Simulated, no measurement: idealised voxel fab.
process module | voxel self aligned vias
cross-section cut | 240 nm wide | cells 5 nm
A cross-section is a grid of square cells, given in bands from the top down. A band is one or more rows of cells.
Each band's line starts with the height of the band's top and of its bottom, in nm. Then come its materials from left to right, each with its width in nm. One material with "throughout" fills the band from edge to edge. "air" is empty space.
Height 0 is the level under which the wafer as received is all one material. The lowest band goes on downwards, as in "0 down".
A width such as "30 to 40" changes by the same amount from each row of cells to the next, from the band's top row to its bottom row.
"no change" after a step means that no cell of the cross-section changed.
closed voids: empty space of 8 cells or more with no open way to the top, each as width x height at its distance from the left edge, in nm
after a step's settings: what the simulator itself notes on the step
overlay nm, on a step with a mask: how far to the right of its planned place the mask lay; to the left if negative
plan
1 op RECEIVE | material Si
2 op CONFORMAL_DEP | material SiO2 | thk nm 15
3 op CONFORMAL_DEP | material SiCN | thk nm 5
4 op DIRECTIONAL_DEP | material lowk | thk nm 25
5 op MASKED_ETCH | tone open | mask id LINES | width nm 30 | pitch nm 65 | etch materials lowk | depth nm 25 | overlay nm 0
6 op CONFORMAL_DEP | material TiN | thk nm 5
7 op FILL_DEP | material W | thk nm 10
8 op CMP | height nm 45
9 op SELECTIVE_ETCH | etch materials W Ru TiN | depth nm 10
10 op FILL_DEP | material SiN | thk nm 5
11 op CMP | height nm 45
12 op DIRECTIONAL_DEP | material lowk | thk nm 20
13 op PATTERN | tone open | mask id VIAS | material resist | width nm 40 | pitch nm 65 | thk nm 15 | overlay nm 0
14 op DIRECTIONAL_ETCH | etch materials lowk | depth nm 20
15 op DIRECTIONAL_ETCH | etch materials SiN | depth nm 10
16 op STRIP | etch materials resist
17 op CONFORMAL_DEP | material TiN | thk nm 5
18 op FILL_DEP | material Cu | thk nm 5
19 op CMP | height nm 65
20 op CONFORMAL_DEP | material SiCN | thk nm 5
as received, after step 1
  0 down: Si throughout
  closed voids: none
a wafer at the end: this start, this plan, one mistake
  70 to 65: SiCN throughout
  65 to 50: Cu 30 | TiN 5 | lowk 40 | TiN 5 | Cu 15 | TiN 5 | lowk 40 | TiN 5 | Cu 15 | TiN 5 | lowk 40 | TiN 5 | Cu 30
  50 to 45: TiN 35 | lowk 40 | TiN 25 | lowk 40 | TiN 25 | lowk 40 | TiN 35
  45 to 35: lowk 40 | SiN 30 | lowk 35 | SiN 30 | lowk 35 | SiN 30 | lowk 40
  35 to 25: lowk 40 | TiN 5 | W 20 | TiN 5 | lowk 35 | TiN 5 | W 20 | TiN 5 | lowk 35 | TiN 5 | W 20 | TiN 5 | lowk 40
  25 to 20: lowk 40 | TiN 30 | lowk 35 | TiN 30 | lowk 35 | TiN 30 | lowk 40
  20 to 15: SiCN throughout
  15 to 0: SiO2 throughout
  0 down: Si throughout
  closed voids: none
what went wrong: step 13 ran as: op PATTERN | tone cover | mask id VIAS | material resist | width nm 40 | pitch nm 65 | thk nm 15 | overlay nm 0
